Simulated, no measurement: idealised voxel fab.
Process module in this document: voxel self aligned contacts
The width of the displayed cross-section, cut, is 160 nm; its cells are square, with a size of 5 nm.
Bands, listed from the top down, are how a cross-section gets written in this document; the cross-section itself is a grid of square cells, and a band is one or more rows of them. What a band's entry tells you: where the top is and where the bottom is, as heights in nm, and after that what lies inside, material by material from left to right, each with its width in nm. Empty space is written as the word "air", and a single material marked with the word "full width" occupies the band from edge to edge. Convention: height 0 is the level below which the wafer, as received, is all one material. The lowest band does not terminate at the bottom but continues downward, represented as "0 and below". Top row gets the first number, bottom row gets the second, and each row in between changes by the same step: that is how a band width like "30->40" works. Reading "changes: none" for a step: not a cell of the cross-section changed in it. The entry titled "Sealed internal cavities" provides the empty spaces that have no open way to the top, restricted to those of 8 cells or more. Each is presented as width x height at distance, the distance being measured from the left edge, with all three in nm. Post-settings text on a step line: simulator's own remark regarding the step. overlay nm: for a step with a mask, the amount by which the mask lay right of where it was planned; a negative amount means left of it.
These are the steps we planned for the process:
1,RECEIVE: material Si
2,CONFORMAL_DEP: material SiO2, thk nm 5
3,DIRECTIONAL_DEP: material polySi, thk nm 30
4,DIRECTIONAL_DEP: material SiN, thk nm 20
5,MASKED_ETCH: tone cover, mask id GATE, width nm 30, pitch nm 60, etch materials SiN, depth nm 20, overlay nm 0
6,MASKED_ETCH: tone cover, mask id GATE, width nm 30, pitch nm 60, etch materials polySi, depth nm 30, overlay nm 0
7,CONFORMAL_DEP: material SiN, thk nm 5
8,DIRECTIONAL_ETCH: etch materials SiN, depth nm 5
9,FILL_DEP: material SiO2, thk nm 20
10,CMP: height nm 65
11,DIRECTIONAL_DEP: material aC, thk nm 10
12,PATTERN: tone open, mask id CONTACT, material resist, width nm 40, thk nm 25, overlay nm 0
13,DIRECTIONAL_ETCH: etch materials aC, depth nm 10
14,STRIP: etch materials resist
15,DIRECTIONAL_ETCH: etch materials SiO2, depth nm 65
16,STRIP: etch materials aC
17,CONFORMAL_DEP: material TiN, thk nm 5
18,FILL_DEP: material Ru, thk nm 5
19,CMP: height nm 65
20,CONFORMAL_DEP: material SiCN, thk nm 5
Below: the first of two wafers, run as planned:
Cross-section of the incoming wafer, state after step 1:
> 0 and below  Si full width
> Sealed internal cavities: none
State of the wafer after step 2, shown in cross-section:
> 5 down to 0  SiO2 full width
> below 0: unchanged
State of the wafer after step 3, shown in cross-section:
> 35 down to 5  polySi full width
> below 5: unchanged
State of the wafer after step 4, shown in cross-section:
> 55 down to 35  SiN full width
> below 35: unchanged
State of the wafer after step 5, shown in cross-section:
> 55 down to 35  air: 35; SiN: 30; air: 30; SiN: 30; air: 35
> below 35: unchanged
State of the wafer after step 6, shown in cross-section:
> 55 down to 35  air: 35; SiN: 30; air: 30; SiN: 30; air: 35
> 35 down to 5  air: 35; polySi: 30; air: 30; polySi: 30; air: 35
> below 5: unchanged
State of the wafer after step 7, shown in cross-section:
> 60 down to 35  air: 30; SiN: 40; air: 20; SiN: 40; air: 30
> 35 down to 10  air: 30; SiN: 5; polySi: 30; SiN: 5; air: 20; SiN: 5; polySi: 30; SiN: 5; air: 30
> 10 down to 5  SiN: 35; polySi: 30; SiN: 30; polySi: 30; SiN: 35
> below 5: unchanged
State of the wafer after step 8, shown in cross-section:
> 55 down to 35  air: 30; SiN: 40; air: 20; SiN: 40; air: 30
> 35 down to 5  air: 30; SiN: 5; polySi: 30; SiN: 5; air: 20; SiN: 5; polySi: 30; SiN: 5; air: 30
> below 5: unchanged
State of the wafer after step 9, shown in cross-section:
> 75 down to 55  SiO2 full width
> 55 down to 35  SiO2: 30; SiN: 40; SiO2: 20; SiN: 40; SiO2: 30
> 35 down to 5  SiO2: 30; SiN: 5; polySi: 30; SiN: 5; SiO2: 20; SiN: 5; polySi: 30; SiN: 5; SiO2: 30
> below 5: unchanged
State of the wafer after step 10, shown in cross-section:
> 65 down to 55  SiO2 full width
> below 55: unchanged
State of the wafer after step 11, shown in cross-section:
> 75 down to 65  aC full width
> below 65: unchanged
State of the wafer after step 12, shown in cross-section:
> 100 down to 75  resist: 60; air: 40; resist: 60
> below 75: unchanged
State of the wafer after step 13, shown in cross-section:
> 90 down to 75  resist: 60; air: 40; resist: 60
> 75 down to 65  aC: 60; air: 40; aC: 60
> below 65: unchanged
State of the wafer after step 14, shown in cross-section:
> 75 down to 65  aC: 60; air: 40; aC: 60
> below 65: unchanged
State of the wafer after step 15, shown in cross-section:
> 75 down to 65  aC: 60; air: 40; aC: 60
> 65 down to 55  SiO2: 60; air: 40; SiO2: 60
> 55 down to 35  SiO2: 30; SiN: 40; air: 20; SiN: 40; SiO2: 30
> 35 down to 5  SiO2: 30; SiN: 5; polySi: 30; SiN: 5; air: 20; SiN: 5; polySi: 30; SiN: 5; SiO2: 30
> 5 down to 0  SiO2: 70; air: 20; SiO2: 70
> below 0: unchanged
State of the wafer after step 16, shown in cross-section:
> 65 down to 55  SiO2: 60; air: 40; SiO2: 60
> below 55: unchanged
State of the wafer after step 17, shown in cross-section:
> 70 down to 65  TiN: 65; air: 30; TiN: 65
> 65 down to 55  SiO2: 60; TiN: 5->15; air: 30->10; TiN: 5->15; SiO2: 60
> 55 down to 35  SiO2: 30; SiN: 40; TiN: 5; air: 10; TiN: 5; SiN: 40; SiO2: 30
> 35 down to 5  SiO2: 30; SiN: 5; polySi: 30; SiN: 5; TiN: 5; air: 10; TiN: 5; SiN: 5; polySi: 30; SiN: 5; SiO2: 30
> 5 down to 0  SiO2: 70; TiN: 20; SiO2: 70
> below 0: unchanged
State of the wafer after step 18, shown in cross-section:
> 75 down to 70  Ru full width
> 70 down to 65  TiN: 65; Ru: 30; TiN: 65
> 65 down to 55  SiO2: 60; TiN: 5->15; Ru: 30->10; TiN: 5->15; SiO2: 60
> 55 down to 35  SiO2: 30; SiN: 40; TiN: 5; Ru: 10; TiN: 5; SiN: 40; SiO2: 30
> 35 down to 5  SiO2: 30; SiN: 5; polySi: 30; SiN: 5; TiN: 5; Ru: 10; TiN: 5; SiN: 5; polySi: 30; SiN: 5; SiO2: 30
> below 5: unchanged
State of the wafer after step 19, shown in cross-section:
> 65 down to 55  SiO2: 60; TiN: 5->15; Ru: 30->10; TiN: 5->15; SiO2: 60
> below 55: unchanged
State of the wafer after step 20, shown in cross-section:
> 70 down to 65  SiCN full width
> below 65: unchanged
The second wafer began exactly as the first did and followed the same plan, but one mistake was made while running it; through step 5 inclusive, the two wafers are identical:
At the planned end of step 6, the second wafer in cross-section:
> 55 down to 35  air: 35; SiN: 30; air: 30; SiN: 30; air: 35
> 35 down to 10  air: 35; polySi: 30; air: 30; polySi: 30; air: 35
> below 10: unchanged
At the planned end of step 7, the second wafer in cross-section:
> 60 down to 35  air: 30; SiN: 40; air: 20; SiN: 40; air: 30
> 35 down to 15  air: 30; SiN: 5; polySi: 30; SiN: 5; air: 20; SiN: 5; polySi: 30; SiN: 5; air: 30
> 15 down to 10  SiN: 35; polySi: 30; SiN: 30; polySi: 30; SiN: 35
> below 10: unchanged
At the planned end of step 8, the second wafer in cross-section:
> 55 down to 35  air: 30; SiN: 40; air: 20; SiN: 40; air: 30
> 35 down to 10  air: 30; SiN: 5; polySi: 30; SiN: 5; air: 20; SiN: 5; polySi: 30; SiN: 5; air: 30
> below 10: unchanged
At the planned end of step 9, the second wafer in cross-section:
> 75 down to 55  SiO2 full width
> 55 down to 35  SiO2: 30; SiN: 40; SiO2: 20; SiN: 40; SiO2: 30
> 35 down to 10  SiO2: 30; SiN: 5; polySi: 30; SiN: 5; SiO2: 20; SiN: 5; polySi: 30; SiN: 5; SiO2: 30
> below 10: unchanged
At the planned end of step 10, the second wafer in cross-section:
> 65 down to 55  SiO2 full width
> below 55: unchanged
At the planned end of step 11, the second wafer in cross-section:
> 75 down to 65  aC full width
> below 65: unchanged
At the planned end of step 12, the second wafer in cross-section:
> 100 down to 75  resist: 60; air: 40; resist: 60
> below 75: unchanged
At the planned end of step 13, the second wafer in cross-section:
> 90 down to 75  resist: 60; air: 40; resist: 60
> 75 down to 65  aC: 60; air: 40; aC: 60
> below 65: unchanged
At the planned end of step 14, the second wafer in cross-section:
> 75 down to 65  aC: 60; air: 40; aC: 60
> below 65: unchanged
At the planned end of step 15, the second wafer in cross-section:
> 75 down to 65  aC: 60; air: 40; aC: 60
> 65 down to 55  SiO2: 60; air: 40; SiO2: 60
> 55 down to 35  SiO2: 30; SiN: 40; air: 20; SiN: 40; SiO2: 30
> 35 down to 10  SiO2: 30; SiN: 5; polySi: 30; SiN: 5; air: 20; SiN: 5; polySi: 30; SiN: 5; SiO2: 30
> below 10: unchanged
At the planned end of step 16, the second wafer in cross-section:
> 65 down to 55  SiO2: 60; air: 40; SiO2: 60
> below 55: unchanged
At the planned end of step 17, the second wafer in cross-section:
> 70 down to 65  TiN: 65; air: 30; TiN: 65
> 65 down to 55  SiO2: 60; TiN: 5->15; air: 30->10; TiN: 5->15; SiO2: 60
> 55 down to 35  SiO2: 30; SiN: 40; TiN: 5; air: 10; TiN: 5; SiN: 40; SiO2: 30
> 35 down to 15  SiO2: 30; SiN: 5; polySi: 30; SiN: 5; TiN: 5; air: 10; TiN: 5; SiN: 5; polySi: 30; SiN: 5; SiO2: 30
> 15 down to 10  SiO2: 30; SiN: 5; polySi: 30; SiN: 5; TiN: 20; SiN: 5; polySi: 30; SiN: 5; SiO2: 30
> below 10: unchanged
At the planned end of step 18, the second wafer in cross-section:
> 75 down to 70  Ru full width
> 70 down to 65  TiN: 65; Ru: 30; TiN: 65
> 65 down to 55  SiO2: 60; TiN: 5->15; Ru: 30->10; TiN: 5->15; SiO2: 60
> 55 down to 35  SiO2: 30; SiN: 40; TiN: 5; Ru: 10; TiN: 5; SiN: 40; SiO2: 30
> 35 down to 15  SiO2: 30; SiN: 5; polySi: 30; SiN: 5; TiN: 5; Ru: 10; TiN: 5; SiN: 5; polySi: 30; SiN: 5; SiO2: 30
> below 15: unchanged
At the planned end of step 19, the second wafer in cross-section:
> 65 down to 55  SiO2: 60; TiN: 5->15; Ru: 30->10; TiN: 5->15; SiO2: 60
> below 55: unchanged
At the planned end of step 20, the second wafer in cross-section:
> 70 down to 65  SiCN full width
> below 65: unchanged
The plan and the run diverged here: step 6, actual vs plan mismatch, actual run MASKED_ETCH: tone cover, mask id GATE, width nm 30, pitch nm 60, etch materials polySi, depth nm 25, overlay nm 0
Cell-count delta at end, second wafer over first, by material: -4 Ru, -4 SiN, -8 SiO2, -4 TiN, +20 polySi
